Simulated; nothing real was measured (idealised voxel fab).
process module | voxel double patterning
cross-section cut | 255 nm wide | cells 5 nm
A cross-section is a grid of square cells, given in bands from the top down. A band is one or more rows of cells.
Each band's line starts with the height of the band's top and of its bottom, in nm. Then come its materials from left to right, each with its width in nm. One material with "throughout" fills the band from edge to edge. "air" is empty space.
Height 0 is the level under which the wafer as received is all one material. The lowest band goes on downwards, as in "0 down".
A width such as "30 to 40" changes by the same amount from each row of cells to the next, from the band's top row to its bottom row.
"no change" after a step means that no cell of the cross-section changed.
closed voids: empty space of 8 cells or more with no open way to the top, each as width x height at its distance from the left edge, in nm
after a step's settings: what the simulator itself notes on the step
overlay nm, on a step with a mask: how far to the right of its planned place the mask lay; to the left if negative
plan
1 op RECEIVE | material Si
2 op CONFORMAL_DEP | material SiO2 | thk nm 5
3 op DIRECTIONAL_DEP | material W | thk nm 15
4 op DIRECTIONAL_DEP | material SiCN | thk nm 10
5 op DIRECTIONAL_DEP | material aC | thk nm 15
6 op PATTERN | tone open | mask id FIRST | material resist | width nm 15 | pitch nm 50 | thk nm 30 | overlay nm 0
7 op DIRECTIONAL_ETCH | etch materials aC | depth nm 5
8 op STRIP | etch materials resist
9 op DIRECTIONAL_ETCH | etch materials SiCN | depth nm 10
10 op STRIP | etch materials aC
11 op PATTERN | tone open | mask id SECOND | material resist | width nm 15 | thk nm 20 | overlay nm 0
12 op DIRECTIONAL_ETCH | etch materials SiCN | depth nm 10
13 op STRIP | etch materials resist
14 op DIRECTIONAL_ETCH | etch materials W | depth nm 15
15 op STRIP | etch materials SiCN
varied across the wafers: depth nm of step 7. The plan shows the first wafer's value. All wafers start alike
first wafer as received, after step 1
  0 down: Si throughout
  closed voids: none
each wafer at the end: cells of each material gained (+) or lost (-) since it was received, then its closed voids
depth nm 5 | +51 SiO2 | +144 W | closed voids: none
depth nm 10 | +51 SiO2 | +144 W | closed voids: none
depth nm 15 | +51 SiO2 | +126 W | closed voids: none
depth nm 20 | +51 SiO2 | +126 W | closed voids: none
depth nm 25 | +51 SiO2 | +126 W | closed voids: none
depth nm 30 | +51 SiO2 | +126 W | closed voids: none
